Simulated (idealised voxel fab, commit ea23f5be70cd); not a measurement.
process module | voxel wiring stack
cross-section cut | 180 nm wide | cells 5 nm
A cross-section is a grid of square cells, given in bands from the top down. A band is one or more rows of cells.
Each band's line starts with the height of the band's top and of its bottom, in nm. Then come its materials from left to right, each with its width in nm. One material with "throughout" fills the band from edge to edge. "air" is empty space.
Height 0 is the level under which the wafer as received is all one material. The lowest band goes on downwards, as in "0 down".
A width such as "30 to 40" changes by the same amount from each row of cells to the next, from the band's top row to its bottom row.
"no change" after a step means that no cell of the cross-section changed.
closed voids: empty space of 8 cells or more with no open way to the top, each as width x height at its distance from the left edge, in nm
after a step's settings: what the simulator itself notes on the step
overlay nm, on a step with a mask: how far to the right of its planned place the mask lay; to the left if negative
plan
1 op RECEIVE | material Si
2 op CONFORMAL_DEP | material SiO2 | thk nm 10
3 op DIRECTIONAL_DEP | material TiN | thk nm 5
4 op DIRECTIONAL_DEP | material Ru | thk nm 20
5 op PATTERN | tone cover | mask id METAL_1 | material resist | width nm 30 | pitch nm 45 | thk nm 15 | overlay nm 0
6 op DIRECTIONAL_ETCH | etch materials Ru | depth nm 20
7 op DIRECTIONAL_ETCH | etch materials TiN | depth nm 5
8 op STRIP | etch materials resist
9 op FILL_DEP | material lowk | thk nm 5
10 op CMP | height nm 35
11 op CONFORMAL_DEP | material SiCN | thk nm 5
12 op DIRECTIONAL_DEP | material lowk | thk nm 15
13 op MASKED_ETCH | tone open | mask id PLUG_1 | width nm 15 | pitch nm 45 | etch materials lowk | depth nm 15 | overlay nm 0
14 op MASKED_ETCH | tone open | mask id PLUG_1 | width nm 15 | pitch nm 45 | etch materials SiCN | depth nm 5 | overlay nm 0
15 op CONFORMAL_DEP | material TiN | thk nm 5
16 op FILL_DEP | material Cu | thk nm 5
17 op CMP | height nm 55
18 op DIRECTIONAL_DEP | material TiN | thk nm 5
19 op DIRECTIONAL_DEP | material W | thk nm 25
20 op DIRECTIONAL_DEP | material aC | thk nm 15
21 op PATTERN | tone cover | mask id METAL_2 | material resist | width nm 30 | pitch nm 45 | thk nm 35 | overlay nm 0
22 op DIRECTIONAL_ETCH | etch materials aC | depth nm 15
23 op STRIP | etch materials resist
24 op DIRECTIONAL_ETCH | etch materials W | depth nm 25
25 op DIRECTIONAL_ETCH | etch materials TiN | depth nm 5
26 op STRIP | etch materials aC
27 op CONFORMAL_DEP | material SiN | thk nm 5
28 op FILL_DEP | material lowk | thk nm 10
29 op CMP | height nm 85
30 op CONFORMAL_DEP | material SiCN | thk nm 5
31 op DIRECTIONAL_DEP | material lowk | thk nm 10
32 op MASKED_ETCH | tone open | mask id PLUG_2 | width nm 15 | etch materials lowk | depth nm 10 | overlay nm 0
33 op MASKED_ETCH | tone open | mask id PLUG_2 | width nm 15 | etch materials SiCN | depth nm 5 | overlay nm 0
34 op EPI | material Ru | thk nm 10
35 op EPI | material Ru | thk nm 5
36 op DIRECTIONAL_DEP | material TiN | thk nm 5
37 op DIRECTIONAL_DEP | material W | thk nm 25
38 op MASKED_ETCH | tone cover | mask id METAL_3 | width nm 30 | pitch nm 45 | etch materials W | depth nm 25 | overlay nm 0
39 op MASKED_ETCH | tone cover | mask id METAL_3 | width nm 30 | pitch nm 45 | etch materials TiN | depth nm 5 | overlay nm 0
40 op FILL_DEP | material lowk | thk nm 5
41 op CMP | height nm 130
42 op CONFORMAL_DEP | material SiN | thk nm 5
as received, after step 1
  0 down: Si throughout
  closed voids: none
first wafer at the end, as planned
  135 to 130: SiN throughout
  130 to 105: lowk 50 | W 30 | lowk 15 | W 30 | lowk 55
  105 to 100: lowk 50 | TiN 30 | lowk 15 | TiN 30 | lowk 55
  100 to 90: lowk 50 | Ru 15 | lowk 115
  90 to 85: SiCN 50 | Ru 15 | SiCN 115
  85 to 60: lowk 45 | SiN 5 | W 30 | SiN 5 | lowk 5 | SiN 5 | W 30 | SiN 5 | lowk 50
  60 to 55: SiN 50 | TiN 30 | SiN 15 | TiN 30 | SiN 55
  55 to 40: lowk 50 | TiN 5 | Cu 5 | TiN 5 | lowk 30 | TiN 5 | Cu 5 | TiN 5 | lowk 70
  40 to 35: SiCN 50 | TiN 15 | SiCN 30 | TiN 15 | SiCN 70
  35 to 15: lowk 50 | Ru 30 | lowk 15 | Ru 30 | lowk 55
  15 to 10: lowk 50 | TiN 30 | lowk 15 | TiN 30 | lowk 55
  10 to 0: SiO2 throughout
  0 down: Si throughout
  closed voids: none
second wafer at the end: like start, like plan, one mistake
  135 to 130: SiN throughout
  130 to 105: lowk 50 | W 30 | lowk 15 | W 30 | lowk 55
  105 to 100: lowk 50 | TiN 30 | lowk 15 | TiN 30 | lowk 55
  100 to 90: lowk 50 | Ru 15 | lowk 115
  90 to 85: SiCN 50 | Ru 15 | SiCN 115
  85 to 60: lowk 45 | SiN 5 | W 30 | SiN 5 | lowk 5 | SiN 5 | W 30 | SiN 5 | lowk 50
  60 to 55: SiN 50 | TiN 30 | SiN 15 | TiN 30 | SiN 55
  55 to 40: lowk 50 | TiN 5 | Cu 5 | TiN 5 | lowk 30 | TiN 5 | Cu 5 | TiN 5 | lowk 70
  40 to 35: SiCN 50 | TiN 15 | SiCN 30 | TiN 15 | SiCN 70
  35 to 20: lowk 50 | Ru 30 | lowk 15 | Ru 30 | lowk 55
  20 to 15: lowk 50 | TiN 30 | lowk 15 | TiN 30 | lowk 55
  15 to 0: SiO2 throughout
  0 down: Si throughout
  closed voids: none
what went wrong: step 2 ran as: op CONFORMAL_DEP | material SiO2 | thk nm 15
at the end the second wafer has, in cells: 12 fewer of Ru | 36 more of SiO2 | 24 fewer of lowk
